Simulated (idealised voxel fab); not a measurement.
Herein follows the process module entitled voxel capacitor over wiring.
Displayed cross-section: cut, width of 280 nm, square cells sized 5 nm.
Think of the cross-section as a grid of square cells. We describe it in bands, top to bottom, and each band covers one or more rows of those cells. Each band's line starts with the height of the band's top and of its bottom, in nm. Then come its materials from left to right, each with its width in nm. One material with "all across" fills the band from edge to edge. "blank" is empty space. Measure heights from 0. That's the level where, below it, the as-received wafer is all one material. The lowest band is bottomless and extends downward; write it as in "from 0 down". Read "30->40" as a graded width: first number on top, second number at the bottom, same change between each pair of neighbouring rows. Any step labelled "everything unchanged" changed none of the cells in the cross-section. The label "Unvented cavities" introduces a list of the empty spaces, 8 cells or larger, that have no open way up to the top; each entry in it reads width x height at distance, where the distance is taken from the left edge and all three are stated in nm. Whatever follows a step's settings on its line is a remark the simulator itself makes about that step. What "overlay nm" on a step's line means: if the step has a mask, that mask lay this far to the right of its planned place, or, when the value is negative, to the left. Quick note on how to read the rest: it's all pairs. You get the cross-section before a process step and the one after, but the after one only goes down as far as the lowest band that changed. The step in between, with its settings, sits under the pair. Heads up, the pairs can come from different runs of this module on the same starting wafer, so don't assume a pair picks up from the one above unless its "Cross-section, before" entry says it does.

## Cross-section, before
  from 140 to 110: 100 resist  15 blank  165 resist
  from 110 to 95: aC all across
  from 95 to 80: SiO2 all across
  from 80 to 70: 105 SiO2  60 TiN  115 SiO2
  from 70 to 65: 105 SiO2  60 HfO2  115 SiO2
  from 65 to 60: 85 SiO2  85 TiN  110 SiO2
  from 60 to 55: 90 lowk  15 TiN  175 lowk
  from 55 to 50: 90 lowk  15 HfO2  175 lowk
  from 50 to 45: 90 lowk  15 TiN  175 lowk
  from 45 to 40: lowk all across
  from 40 to 35: SiCN all across
  from 35 to 20: 75 lowk  30 W  70 lowk  30 W  75 lowk
  from 20 to 15: 75 lowk  30 TiN  70 lowk  30 TiN  75 lowk
  from 15 to 0: SiO2 all across
  from 0 down: Si all across
  Unvented cavities: none

## Cross-Section After Step
  from 125 to 110: 100 resist  15 blank  165 resist
  from 110 to 95: 100 aC  15 blank  165 aC
  Nothing below the height 95 has changed.
  Unvented cavities: none
Step sandwiched between the two cross-sections above: op DIRECTIONAL_ETCH | etch materials aC | depth nm 15

Cross-section, before: same picture as after in the pair right above, so we don't repeat it.

## Cross-Section After Step
  from 110 to 95: 100 aC  15 blank  165 aC
  Nothing below the height 95 has changed.
  Unvented cavities: none
Step sandwiched between the two cross-sections above: op STRIP | etch materials resist

Cross-section, before: same picture as after in the pair right above, so we don't repeat it.

## Cross-Section After Step
  from 110 to 95: 100 aC  15 blank  165 aC
  from 95 to 80: 100 SiO2  15 blank  165 SiO2
  Nothing below the height 80 has changed.
  Unvented cavities: none
Step sandwiched between the two cross-sections above: op DIRECTIONAL_ETCH | etch materials SiO2 | depth nm 15

Cross-section, before: same picture as after in the pair right above, so we don't repeat it.

## Cross-Section After Step
  from 95 to 80: 100 SiO2  15 blank  165 SiO2
  Nothing below the height 80 has changed.
  Unvented cavities: none
Step sandwiched between the two cross-sections above: op STRIP | etch materials aC

Cross-section, before: same picture as after in the pair right above, so we don't repeat it.

## Cross-Section After Step
  from 100 to 95: 105 TiN  5 blank  170 TiN
  from 95 to 85: 100 SiO2  5 TiN  5 blank  5 TiN  165 SiO2
  from 85 to 80: 100 SiO2  15 TiN  165 SiO2
  Nothing below the height 80 has changed.
  Unvented cavities: none
Step sandwiched between the two cross-sections above: op CONFORMAL_DEP | material TiN | thk nm 5

Cross-section, before: same picture as after in the pair right above, so we don't repeat it.

## Cross-Section After Step
  from 105 to 100: Ru all across
  from 100 to 95: 105 TiN  5 Ru  170 TiN
  from 95 to 85: 100 SiO2  5 TiN  5 Ru  5 TiN  165 SiO2
  Nothing below the height 85 has changed.
  Unvented cavities: none
Step sandwiched between the two cross-sections above: op FILL_DEP | material Ru | thk nm 5

Cross-section, before: same picture as after in the pair right above, so we don't repeat it.

## Cross-Section After Step
  from 95 to 85: 100 SiO2  5 TiN  5 Ru  5 TiN  165 SiO2
  Nothing below the height 85 has changed.
  Unvented cavities: none
Step sandwiched between the two cross-sections above: op CMP | height nm 95

Cross-section, before: same picture as after in the pair right above, so we don't repeat it.

## Cross-Section After Step
  from 100 to 95: SiCN all across
  Nothing below the height 95 has changed.
  Unvented cavities: none
Step sandwiched between the two cross-sections above: op CONFORMAL_DEP | material SiCN | thk nm 5

## Cross-section, before
  from 90 to 80: 90 blank  75 aC  115 blank
  from 80 to 75: 90 blank  75 TiN  115 blank
  from 75 to 70: 90 aC  75 TiN  115 aC
  from 70 to 65: 90 aC  75 HfO2  115 aC
  from 65 to 60: TiN all across
  from 60 to 40: 90 lowk  15 Ru  175 lowk
  from 40 to 35: 90 SiCN  15 Ru  175 SiCN
  from 35 to 20: 75 lowk  30 W  70 lowk  30 W  75 lowk
  from 20 to 15: 75 lowk  30 TiN  70 lowk  30 TiN  75 lowk
  from 15 to 0: SiO2 all across
  from 0 down: Si all across
  Unvented cavities: none

## Cross-Section After Step
  from 120 to 90: 90 blank  75 resist  115 blank
  Nothing below the height 90 has changed.
  Unvented cavities: none
Step sandwiched between the two cross-sections above: op PATTERN | tone cover | mask id LOWER_PLATE | material resist | width nm 75 | thk nm 30 | overlay nm 0

Cross-section, before: same picture as after in the pair right above, so we don't repeat it.

## Cross-Section After Step
  from 110 to 90: 90 blank  75 resist  115 blank
  from 90 to 80: 90 blank  75 aC  115 blank
  from 80 to 70: 90 blank  75 TiN  115 blank
  from 70 to 65: 90 blank  75 HfO2  115 blank
  Nothing below the height 65 has changed.
  Unvented cavities: none
Step sandwiched between the two cross-sections above: op DIRECTIONAL_ETCH | etch materials aC | depth nm 10

Cross-section, before: same picture as after in the pair right above, so we don't repeat it.

## Cross-Section After Step
  from 90 to 80: 90 blank  75 aC  115 blank
  Nothing below the height 80 has changed.
  Unvented cavities: none
Step sandwiched between the two cross-sections above: op STRIP | etch materials resist

Cross-section, before: same picture as after in the pair right above, so we don't repeat it.

## Cross-Section After Step
  from 90 to 80: 90 blank  75 aC  115 blank
  from 80 to 70: 90 blank  75 TiN  115 blank
  from 70 to 65: 90 blank  75 HfO2  115 blank
  from 65 to 60: 90 blank  75 TiN  115 blank
  Nothing below the height 60 has changed.
  Unvented cavities: none
Step sandwiched between the two cross-sections above: op DIRECTIONAL_ETCH | etch materials TiN | depth nm 5

Cross-section, before: same picture as after in the pair right above, so we don't repeat it.

## Cross-Section After Step
  from 80 to 70: 90 blank  75 TiN  115 blank
  Nothing below the height 70 has changed.
  Unvented cavities: none
Step sandwiched between the two cross-sections above: op STRIP | etch materials aC

Cross-section, before: same picture as after in the pair right above, so we don't repeat it.

## Cross-Section After Step
  from 100 to 80: SiO2 all across
  from 80 to 70: 90 SiO2  75 TiN  115 SiO2
  from 70 to 65: 90 SiO2  75 HfO2  115 SiO2
  from 65 to 60: 90 SiO2  75 TiN  115 SiO2
  Nothing below the height 60 has changed.
  Unvented cavities: none
Step sandwiched between the two cross-sections above: op FILL_DEP | material SiO2 | thk nm 20

Cross-section, before: same picture as after in the pair right above, so we don't repeat it.

## Cross-Section After Step
  from 95 to 80: SiO2 all across
  Nothing below the height 80 has changed.
  Unvented cavities: none
Step sandwiched between the two cross-sections above: op CMP | height nm 95

Cross-section, before: same picture as after in the pair right above, so we don't repeat it.

## Cross-Section After Step
  from 110 to 95: aC all across
  Nothing below the height 95 has changed.
  Unvented cavities: none
Step sandwiched between the two cross-sections above: op DIRECTIONAL_DEP | material aC | thk nm 15

Cross-section, before: same picture as after in the pair right above, so we don't repeat it.

## Cross-Section After Step
  from 140 to 110: 100 resist  15 blank  165 resist
  Nothing below the height 110 has changed.
  Unvented cavities: none
Step sandwiched between the two cross-sections above: op PATTERN | tone open | mask id PLUG_2 | material resist | width nm 15 | thk nm 30 | overlay nm 0

Cross-section, before: same picture as after in the pair right above, so we don't repeat it.

## Cross-Section After Step
  from 125 to 110: 100 resist  15 blank  165 resist
  from 110 to 95: 100 aC  15 blank  165 aC
  Nothing below the height 95 has changed.
  Unvented cavities: none
Step sandwiched between the two cross-sections above: op DIRECTIONAL_ETCH | etch materials aC | depth nm 15

Cross-section, before: same picture as after in the pair right above, so we don't repeat it.

## Cross-Section After Step
  from 110 to 95: 100 aC  15 blank  165 aC
  Nothing below the height 95 has changed.
  Unvented cavities: none
Step sandwiched between the two cross-sections above: op STRIP | etch materials resist

Cross-section, before: same picture as after in the pair right above, so we don't repeat it.

## Cross-Section After Step
  from 110 to 95: 100 aC  15 blank  165 aC
  from 95 to 80: 100 SiO2  15 blank  165 SiO2
  Nothing below the height 80 has changed.
  Unvented cavities: none
Step sandwiched between the two cross-sections above: op DIRECTIONAL_ETCH | etch materials SiO2 | depth nm 15

Cross-section, before: same picture as after in the pair right above, so we don't repeat it.

## Cross-Section After Step
  from 95 to 80: 100 SiO2  15 blank  165 SiO2
  Nothing below the height 80 has changed.
  Unvented cavities: none
Step sandwiched between the two cross-sections above: op STRIP | etch materials aC

Cross-section, before: same picture as after in the pair right above, so we don't repeat it.

## Cross-Section After Step
  from 100 to 95: 105 TiN  5 blank  170 TiN
  from 95 to 85: 100 SiO2  5 TiN  5 blank  5 TiN  165 SiO2
  from 85 to 80: 100 SiO2  15 TiN  165 SiO2
  Nothing below the height 80 has changed.
  Unvented cavities: none
Step sandwiched between the two cross-sections above: op CONFORMAL_DEP | material TiN | thk nm 5

Cross-section, before: same picture as after in the pair right above, so we don't repeat it.

## Cross-Section After Step
  from 105 to 100: Ru all across
  from 100 to 95: 105 TiN  5 Ru  170 TiN
  from 95 to 85: 100 SiO2  5 TiN  5 Ru  5 TiN  165 SiO2
  Nothing below the height 85 has changed.
  Unvented cavities: none
Step sandwiched between the two cross-sections above: op FILL_DEP | material Ru | thk nm 5

Cross-section, before: same picture as after in the pair right above, so we don't repeat it.

## Cross-Section After Step
  from 95 to 85: 100 SiO2  5 TiN  5 Ru  5 TiN  165 SiO2
  Nothing below the height 85 has changed.
  Unvented cavities: none
Step sandwiched between the two cross-sections above: op CMP | height nm 95

Cross-section, before: same picture as after in the pair right above, so we don't repeat it.

## Cross-Section After Step
  from 100 to 95: SiCN all across
  Nothing below the height 95 has changed.
  Unvented cavities: none
Step sandwiched between the two cross-sections above: op CONFORMAL_DEP | material SiCN | thk nm 5

## Cross-section, before
  from 70 to 60: aC all across
  from 60 to 40: lowk all across
  from 40 to 35: SiCN all across
  from 35 to 20: 75 lowk  30 W  70 lowk  30 W  75 lowk
  from 20 to 15: 75 lowk  30 TiN  70 lowk  30 TiN  75 lowk
  from 15 to 0: SiO2 all across
  from 0 down: Si all across
  Unvented cavities: none

## Cross-Section After Step
  from 100 to 70: 85 resist  15 blank  180 resist
  Nothing below the height 70 has changed.
  Unvented cavities: none
Step sandwiched between the two cross-sections above: op PATTERN | tone open | mask id PLUG_1 | material resist | width nm 15 | thk nm 30 | overlay nm -5

Cross-section, before: same picture as after in the pair right above, so we don't repeat it.

## Cross-Section After Step
  from 90 to 70: 85 resist  15 blank  180 resist
  from 70 to 60: 85 aC  15 blank  180 aC
  Nothing below the height 60 has changed.
  Unvented cavities: none
Step sandwiched between the two cross-sections above: op DIRECTIONAL_ETCH | etch materials aC | depth nm 10

Cross-section, before: same picture as after in the pair right above, so we don't repeat it.

## Cross-Section After Step
  from 70 to 60: 85 aC  15 blank  180 aC
  Nothing below the height 60 has changed.
  Unvented cavities: none
Step sandwiched between the two cross-sections above: op STRIP | etch materials resist

Cross-section, before: same picture as after in the pair right above, so we don't repeat it.

## Cross-Section After Step
  from 70 to 60: 85 aC  15 blank  180 aC
  from 60 to 40: 85 lowk  15 blank  180 lowk
  Nothing below the height 40 has changed.
  Unvented cavities: none
Step sandwiched between the two cross-sections above: op DIRECTIONAL_ETCH | etch materials lowk | depth nm 20

Cross-section, before: same picture as after in the pair right above, so we don't repeat it.

## Cross-Section After Step
  from 70 to 60: 85 aC  15 blank  180 aC
  from 60 to 40: 85 lowk  15 blank  180 lowk
  from 40 to 35: 85 SiCN  15 blank  180 SiCN
  Nothing below the height 35 has changed.
  Unvented cavities: none
Step sandwiched between the two cross-sections above: op DIRECTIONAL_ETCH | etch materials SiCN | depth nm 5

Cross-section, before: same picture as after in the pair right above, so we don't repeat it.

## Cross-Section After Step
  from 60 to 40: 85 lowk  15 blank  180 lowk
  Nothing below the height 40 has changed.
  Unvented cavities: none
Step sandwiched between the two cross-sections above: op STRIP | etch materials aC

Cross-section, before: same picture as after in the pair right above, so we don't repeat it.

## Cross-Section After Step
  from 60 to 45: 85 lowk  15 blank  180 lowk
  from 45 to 40: 85 lowk  15 Ru  180 lowk
  from 40 to 35: 85 SiCN  15 Ru  180 SiCN
  Nothing below the height 35 has changed.
  Unvented cavities: none
Step sandwiched between the two cross-sections above: op EPI | material Ru | thk nm 10

Cross-section, before: same picture as after in the pair right above, so we don't repeat it.

## Cross-Section After Step
  from 60 to 55: 85 lowk  15 blank  180 lowk
  from 55 to 40: 85 lowk  15 Ru  180 lowk
  Nothing below the height 40 has changed.
  Unvented cavities: none
Step sandwiched between the two cross-sections above: op EPI | material Ru | thk nm 10

Cross-section, before: same picture as after in the pair right above, so we don't repeat it.

## Cross-Section After Step
  from 60 to 40: 85 lowk  15 Ru  180 lowk
  Nothing below the height 40 has changed.
  Unvented cavities: none
Step sandwiched between the two cross-sections above: op EPI | material Ru | thk nm 5

Cross-section, before: same picture as after in the pair right above, so we don't repeat it.

## Cross-Section After Step
  from 65 to 60: TiN all across
  Nothing below the height 60 has changed.
  Unvented cavities: none
Step sandwiched between the two cross-sections above: op DIRECTIONAL_DEP | material TiN | thk nm 5

Cross-section, before: same picture as after in the pair right above, so we don't repeat it.

## Cross-Section After Step
  from 70 to 65: HfO2 all across
  Nothing below the height 65 has changed.
  Unvented cavities: none
Step sandwiched between the two cross-sections above: op DIRECTIONAL_DEP | material HfO2 | thk nm 5

Cross-section, before: same picture as after in the pair right above, so we don't repeat it.

## Cross-Section After Step
  from 80 to 70: TiN all across
  Nothing below the height 70 has changed.
  Unvented cavities: none
Step sandwiched between the two cross-sections above: op DIRECTIONAL_DEP | material TiN | thk nm 10

Cross-section, before: same picture as after in the pair right above, so we don't repeat it.

## Cross-Section After Step
  from 80 to 70: 90 blank  75 TiN  115 blank
  Nothing below the height 70 has changed.
  Unvented cavities: none
Step sandwiched between the two cross-sections above: op MASKED_ETCH | tone cover | mask id UPPER_PLATE | width nm 75 | etch materials TiN | depth nm 10 | overlay nm 0

Cross-section, before: same picture as after in the pair right above, so we don't repeat it.

## Cross-Section After Step
  from 80 to 70: 90 blank  75 TiN  115 blank
  from 70 to 65: 90 blank  75 HfO2  115 blank
  Nothing below the height 65 has changed.
  Unvented cavities: none
Step sandwiched between the two cross-sections above: op MASKED_ETCH | tone cover | mask id UPPER_PLATE | width nm 75 | etch materials HfO2 | depth nm 5 | overlay nm 0

Cross-section, before: same picture as after in the pair right above, so we don't repeat it.

## Cross-Section After Step
  from 90 to 80: 90 blank  75 aC  115 blank
  from 80 to 75: 90 blank  75 TiN  115 blank
  from 75 to 70: 90 aC  75 TiN  115 aC
  from 70 to 65: 90 aC  75 HfO2  115 aC
  Nothing below the height 65 has changed.
  Unvented cavities: none
Step sandwiched between the two cross-sections above: op DIRECTIONAL_DEP | material aC | thk nm 10

Cross-section, before: same picture as after in the pair right above, so we don't repeat it.

## Cross-Section After Step
  from 120 to 90: 85 blank  85 resist  110 blank
  from 90 to 80: 85 blank  5 resist  75 aC  5 resist  110 blank
  from 80 to 75: 85 blank  5 resist  75 TiN  5 resist  110 blank
  Nothing below the height 75 has changed.
  Unvented cavities: none
Step sandwiched between the two cross-sections above: op PATTERN | tone cover | mask id LOWER_PLATE | material resist | width nm 85 | thk nm 30 | overlay nm 0

Cross-section, before: same picture as after in the pair right above, so we don't repeat it.

## Cross-Section After Step
  from 110 to 90: 85 blank  85 resist  110 blank
  from 90 to 80: 85 blank  5 resist  75 aC  5 resist  110 blank
  from 80 to 75: 85 blank  5 resist  75 TiN  5 resist  110 blank
  from 75 to 70: 85 blank  5 aC  75 TiN  5 aC  110 blank
  from 70 to 65: 85 blank  5 aC  75 HfO2  5 aC  110 blank
  Nothing below the height 65 has changed.
  Unvented cavities: none
Step sandwiched between the two cross-sections above: op DIRECTIONAL_ETCH | etch materials aC | depth nm 10

Cross-section, before: same picture as after in the pair right above, so we don't repeat it.

## Cross-Section After Step
  from 90 to 80: 90 blank  75 aC  115 blank
  from 80 to 75: 90 blank  75 TiN  115 blank
  Nothing below the height 75 has changed.
  Unvented cavities: none
Step sandwiched between the two cross-sections above: op STRIP | etch materials resist

Cross-section, before: same picture as after in the pair right above, so we don't repeat it.

## Cross-Section After Step
  from 90 to 80: 90 blank  75 aC  115 blank
  from 80 to 75: 90 blank  75 TiN  115 blank
  from 75 to 70: 85 blank  5 aC  75 TiN  5 aC  110 blank
  from 70 to 65: 85 blank  5 aC  75 HfO2  5 aC  110 blank
  from 65 to 60: 85 blank  85 TiN  110 blank
  Nothing below the height 60 has changed.
  Unvented cavities: none
Step sandwiched between the two cross-sections above: op DIRECTIONAL_ETCH | etch materials TiN | depth nm 5

Cross-section, before: same picture as after in the pair right above, so we don't repeat it.

## Cross-Section After Step
  from 80 to 70: 90 blank  75 TiN  115 blank
  from 70 to 65: 90 blank  75 HfO2  115 blank
  Nothing below the height 65 has changed.
  Unvented cavities: none
Step sandwiched between the two cross-sections above: op STRIP | etch materials aC

Cross-section, before: same picture as after in the pair right above, so we don't repeat it.

## Cross-Section After Step
  from 100 to 80: SiO2 all across
  from 80 to 70: 90 SiO2  75 TiN  115 SiO2
  from 70 to 65: 90 SiO2  75 HfO2  115 SiO2
  from 65 to 60: 85 SiO2  85 TiN  110 SiO2
  Nothing below the height 60 has changed.
  Unvented cavities: none
Step sandwiched between the two cross-sections above: op FILL_DEP | material SiO2 | thk nm 20

Cross-section, before: same picture as after in the pair right above, so we don't repeat it.

## Cross-Section After Step
  from 95 to 80: SiO2 all across
  Nothing below the height 80 has changed.
  Unvented cavities: none
Step sandwiched between the two cross-sections above: op CMP | height nm 95

Cross-section, before: same picture as after in the pair right above, so we don't repeat it.

## Cross-Section After Step
  from 110 to 95: aC all across
  Nothing below the height 95 has changed.
  Unvented cavities: none
Step sandwiched between the two cross-sections above: op DIRECTIONAL_DEP | material aC | thk nm 15

Cross-section, before: same picture as after in the pair right above, so we don't repeat it.

## Cross-Section After Step
  from 140 to 110: 100 resist  15 blank  165 resist
  Nothing below the height 110 has changed.
  Unvented cavities: none
Step sandwiched between the two cross-sections above: op PATTERN | tone open | mask id PLUG_2 | material resist | width nm 15 | thk nm 30 | overlay nm 0

Cross-section, before: same picture as after in the pair right above, so we don't repeat it.

## Cross-Section After Step
  from 125 to 110: 100 resist  15 blank  165 resist
  from 110 to 95: 100 aC  15 blank  165 aC
  Nothing below the height 95 has changed.
  Unvented cavities: none
Step sandwiched between the two cross-sections above: op DIRECTIONAL_ETCH | etch materials aC | depth nm 15

Cross-section, before: same picture as after in the pair right above, so we don't repeat it.

## Cross-Section After Step
  from 110 to 95: 100 aC  15 blank  165 aC
  Nothing below the height 95 has changed.
  Unvented cavities: none
Step sandwiched between the two cross-sections above: op STRIP | etch materials resist

Cross-section, before: same picture as after in the pair right above, so we don't repeat it.

## Cross-Section After Step
  from 110 to 95: 100 aC  15 blank  165 aC
  from 95 to 80: 100 SiO2  15 blank  165 SiO2
  Nothing below the height 80 has changed.
  Unvented cavities: none
Step sandwiched between the two cross-sections above: op DIRECTIONAL_ETCH | etch materials SiO2 | depth nm 15

Cross-section, before: same picture as after in the pair right above, so we don't repeat it.

## Cross-Section After Step
  from 95 to 80: 100 SiO2  15 blank  165 SiO2
  Nothing below the height 80 has changed.
  Unvented cavities: none
Step sandwiched between the two cross-sections above: op STRIP | etch materials aC

Cross-section, before: same picture as after in the pair right above, so we don't repeat it.

## Cross-Section After Step
  from 100 to 95: 105 TiN  5 blank  170 TiN
  from 95 to 85: 100 SiO2  5 TiN  5 blank  5 TiN  165 SiO2
  from 85 to 80: 100 SiO2  15 TiN  165 SiO2
  Nothing below the height 80 has changed.
  Unvented cavities: none
Step sandwiched between the two cross-sections above: op CONFORMAL_DEP | material TiN | thk nm 5

Cross-section, before: same picture as after in the pair right above, so we don't repeat it.

## Cross-Section After Step
  from 105 to 100: Ru all across
  from 100 to 95: 105 TiN  5 Ru  170 TiN
  from 95 to 85: 100 SiO2  5 TiN  5 Ru  5 TiN  165 SiO2
  Nothing below the height 85 has changed.
  Unvented cavities: none
Step sandwiched between the two cross-sections above: op FILL_DEP | material Ru | thk nm 5

Cross-section, before: same picture as after in the pair right above, so we don't repeat it.

## Cross-Section After Step
  from 95 to 85: 100 SiO2  5 TiN  5 Ru  5 TiN  165 SiO2
  Nothing below the height 85 has changed.
  Unvented cavities: none
Step sandwiched between the two cross-sections above: op CMP | height nm 95

Cross-section, before: same picture as after in the pair right above, so we don't repeat it.

## Cross-Section After Step
  from 100 to 95: SiCN all across
  Nothing below the height 95 has changed.
  Unvented cavities: none
Step sandwiched between the two cross-sections above: op CONFORMAL_DEP | material SiCN | thk nm 5

## Cross-section, before
  from 60 to 40: lowk all across
  from 40 to 35: SiCN all across
  from 35 to 20: 75 lowk  30 W  70 lowk  30 W  75 lowk
  from 20 to 15: 75 lowk  30 TiN  70 lowk  30 TiN  75 lowk
  from 15 to 0: SiO2 all across
  from 0 down: Si all across
  Unvented cavities: none

## Cross-Section After Step
  from 70 to 60: HfO2 all across
  Nothing below the height 60 has changed.
  Unvented cavities: none
Step sandwiched between the two cross-sections above: op DIRECTIONAL_DEP | material HfO2 | thk nm 10

Cross-section, before: same picture as after in the pair right above, so we don't repeat it.

## Cross-Section After Step
  from 100 to 70: 90 resist  15 blank  175 resist
  Nothing below the height 70 has changed.
  Unvented cavities: none
Step sandwiched between the two cross-sections above: op PATTERN | tone open | mask id PLUG_1 | material resist | width nm 15 | thk nm 30 | overlay nm 0

Cross-section, before: same picture as after in the pair right above, so we don't repeat it.

## Cross-Section After Step
  from 90 to 70: 90 resist  15 blank  175 resist
  Nothing below the height 70 has changed.
  Unvented cavities: none
Step sandwiched between the two cross-sections above: op DIRECTIONAL_ETCH | etch materials aC | depth nm 10

Cross-section, before: same picture as after in the pair right above, so we don't repeat it.

## Cross-Section After Step
  from 70 to 60: HfO2 all across
  Nothing below the height 60 has changed.
  Unvented cavities: none
Step sandwiched between the two cross-sections above: op STRIP | etch materials resist

Cross-section, before: same picture as after in the pair right above, so we don't repeat it.

## Cross-Section After Step
  from 75 to 70: TiN all across
  Nothing below the height 70 has changed.
  Unvented cavities: none
Step sandwiched between the two cross-sections above: op DIRECTIONAL_DEP | material TiN | thk nm 5

Cross-section, before: same picture as after in the pair right above, so we don't repeat it.

## Cross-Section After Step
  from 80 to 75: HfO2 all across
  Nothing below the height 75 has changed.
  Unvented cavities: none
Step sandwiched between the two cross-sections above: op DIRECTIONAL_DEP | material HfO2 | thk nm 5

Cross-section, before: same picture as after in the pair right above, so we don't repeat it.

## Cross-Section After Step
  from 90 to 80: TiN all across
  Nothing below the height 80 has changed.
  Unvented cavities: none
Step sandwiched between the two cross-sections above: op DIRECTIONAL_DEP | material TiN | thk nm 10

Cross-section, before: same picture as after in the pair right above, so we don't repeat it.

## Cross-Section After Step
  from 90 to 80: 90 blank  75 TiN  115 blank
  Nothing below the height 80 has changed.
  Unvented cavities: none
Step sandwiched between the two cross-sections above: op MASKED_ETCH | tone cover | mask id UPPER_PLATE | width nm 75 | etch materials TiN | depth nm 10 | overlay nm 0

Cross-section, before: same picture as after in the pair right above, so we don't repeat it.

## Cross-Section After Step
  from 90 to 80: 90 blank  75 TiN  115 blank
  from 80 to 75: 90 blank  75 HfO2  115 blank
  Nothing below the height 75 has changed.
  Unvented cavities: none
Step sandwiched between the two cross-sections above: op MASKED_ETCH | tone cover | mask id UPPER_PLATE | width nm 75 | etch materials HfO2 | depth nm 5 | overlay nm 0

Cross-section, before: same picture as after in the pair right above, so we don't repeat it.

## Cross-Section After Step
  from 100 to 90: 90 blank  75 aC  115 blank
  from 90 to 85: 90 blank  75 TiN  115 blank
  from 85 to 80: 90 aC  75 TiN  115 aC
  from 80 to 75: 90 aC  75 HfO2  115 aC
  Nothing below the height 75 has changed.
  Unvented cavities: none
Step sandwiched between the two cross-sections above: op DIRECTIONAL_DEP | material aC | thk nm 10

Cross-section, before: same picture as after in the pair right above, so we don't repeat it.

## Cross-Section After Step
  from 130 to 100: 85 blank  85 resist  110 blank
  from 100 to 90: 85 blank  5 resist  75 aC  5 resist  110 blank
  from 90 to 85: 85 blank  5 resist  75 TiN  5 resist  110 blank
  Nothing below the height 85 has changed.
  Unvented cavities: none
Step sandwiched between the two cross-sections above: op PATTERN | tone cover | mask id LOWER_PLATE | material resist | width nm 85 | thk nm 30 | overlay nm 0

Cross-section, before: same picture as after in the pair right above, so we don't repeat it.

## Cross-Section After Step
  from 120 to 100: 85 blank  85 resist  110 blank
  from 100 to 90: 85 blank  5 resist  75 aC  5 resist  110 blank
  from 90 to 85: 85 blank  5 resist  75 TiN  5 resist  110 blank
  from 85 to 80: 85 blank  5 aC  75 TiN  5 aC  110 blank
  from 80 to 75: 85 blank  5 aC  75 HfO2  5 aC  110 blank
  Nothing below the height 75 has changed.
  Unvented cavities: none
Step sandwiched between the two cross-sections above: op DIRECTIONAL_ETCH | etch materials aC | depth nm 10

Cross-section, before: same picture as after in the pair right above, so we don't repeat it.

## Cross-Section After Step
  from 100 to 90: 90 blank  75 aC  115 blank
  from 90 to 85: 90 blank  75 TiN  115 blank
  Nothing below the height 85 has changed.
  Unvented cavities: none
Step sandwiched between the two cross-sections above: op STRIP | etch materials resist

Cross-section, before: same picture as after in the pair right above, so we don't repeat it.

## Cross-Section After Step
  from 100 to 90: 90 blank  75 aC  115 blank
  from 90 to 85: 90 blank  75 TiN  115 blank
  from 85 to 80: 85 blank  5 aC  75 TiN  5 aC  110 blank
  from 80 to 75: 85 blank  5 aC  75 HfO2  5 aC  110 blank
  from 75 to 70: 85 blank  85 TiN  110 blank
  Nothing below the height 70 has changed.
  Unvented cavities: none
Step sandwiched between the two cross-sections above: op DIRECTIONAL_ETCH | etch materials TiN | depth nm 5

Cross-section, before: same picture as after in the pair right above, so we don't repeat it.

## Cross-Section After Step
  from 90 to 80: 90 blank  75 TiN  115 blank
  from 80 to 75: 90 blank  75 HfO2  115 blank
  Nothing below the height 75 has changed.
  Unvented cavities: none
Step sandwiched between the two cross-sections above: op STRIP | etch materials aC

Cross-section, before: same picture as after in the pair right above, so we don't repeat it.

## Cross-Section After Step
  from 110 to 90: SiO2 all across
  from 90 to 80: 90 SiO2  75 TiN  115 SiO2
  from 80 to 75: 90 SiO2  75 HfO2  115 SiO2
  from 75 to 70: 85 SiO2  85 TiN  110 SiO2
  Nothing below the height 70 has changed.
  Unvented cavities: none
Step sandwiched between the two cross-sections above: op FILL_DEP | material SiO2 | thk nm 20

Cross-section, before: same picture as after in the pair right above, so we don't repeat it.

## Cross-Section After Step
  from 95 to 90: SiO2 all across
  Nothing below the height 90 has changed.
  Unvented cavities: none
Step sandwiched between the two cross-sections above: op CMP | height nm 95

Cross-section, before: same picture as after in the pair right above, so we don't repeat it.

## Cross-Section After Step
  from 110 to 95: aC all across
  Nothing below the height 95 has changed.
  Unvented cavities: none
Step sandwiched between the two cross-sections above: op DIRECTIONAL_DEP | material aC | thk nm 15

Cross-section, before: same picture as after in the pair right above, so we don't repeat it.

## Cross-Section After Step
  from 140 to 110: 100 resist  15 blank  165 resist
  Nothing below the height 110 has changed.
  Unvented cavities: none
Step sandwiched between the two cross-sections above: op PATTERN | tone open | mask id PLUG_2 | material resist | width nm 15 | thk nm 30 | overlay nm 0

Cross-section, before: same picture as after in the pair right above, so we don't repeat it.

## Cross-Section After Step
  from 125 to 110: 100 resist  15 blank  165 resist
  from 110 to 95: 100 aC  15 blank  165 aC
  Nothing below the height 95 has changed.
  Unvented cavities: none
Step sandwiched between the two cross-sections above: op DIRECTIONAL_ETCH | etch materials aC | depth nm 15

Cross-section, before: same picture as after in the pair right above, so we don't repeat it.

## Cross-Section After Step
  from 110 to 95: 100 aC  15 blank  165 aC
  Nothing below the height 95 has changed.
  Unvented cavities: none
Step sandwiched between the two cross-sections above: op STRIP | etch materials resist

Cross-section, before: same picture as after in the pair right above, so we don't repeat it.

## Cross-Section After Step
  from 110 to 95: 100 aC  15 blank  165 aC
  from 95 to 90: 100 SiO2  15 blank  165 SiO2
  Nothing below the height 90 has changed.
  Unvented cavities: none
Step sandwiched between the two cross-sections above: op DIRECTIONAL_ETCH | etch materials SiO2 | depth nm 15

Cross-section, before: same picture as after in the pair right above, so we don't repeat it.

## Cross-Section After Step
  from 95 to 90: 100 SiO2  15 blank  165 SiO2
  Nothing below the height 90 has changed.
  Unvented cavities: none
Step sandwiched between the two cross-sections above: op STRIP | etch materials aC

Cross-section, before: same picture as after in the pair right above, so we don't repeat it.

## Cross-Section After Step
  from 100 to 95: 105 TiN  5 blank  170 TiN
  from 95 to 90: 100 SiO2  15 TiN  165 SiO2
  Nothing below the height 90 has changed.
  Unvented cavities: none
Step sandwiched between the two cross-sections above: op CONFORMAL_DEP | material TiN | thk nm 5

Cross-section, before: same picture as after in the pair right above, so we don't repeat it.

## Cross-Section After Step
  from 105 to 100: Ru all across
  from 100 to 95: 105 TiN  5 Ru  170 TiN
  Nothing below the height 95 has changed.
  Unvented cavities: none
Step sandwiched between the two cross-sections above: op FILL_DEP | material Ru | thk nm 5

Cross-section, before: same picture as after in the pair right above, so we don't repeat it.

## Cross-Section After Step
  from 95 to 90: 100 SiO2  15 TiN  165 SiO2
  Nothing below the height 90 has changed.
  Unvented cavities: none
Step sandwiched between the two cross-sections above: op CMP | height nm 95

Cross-section, before: same picture as after in the pair right above, so we don't repeat it.

## Cross-Section After Step
  from 100 to 95: SiCN all across
  Nothing below the height 95 has changed.
  Unvented cavities: none
Step sandwiched between the two cross-sections above: op CONFORMAL_DEP | material SiCN | thk nm 5
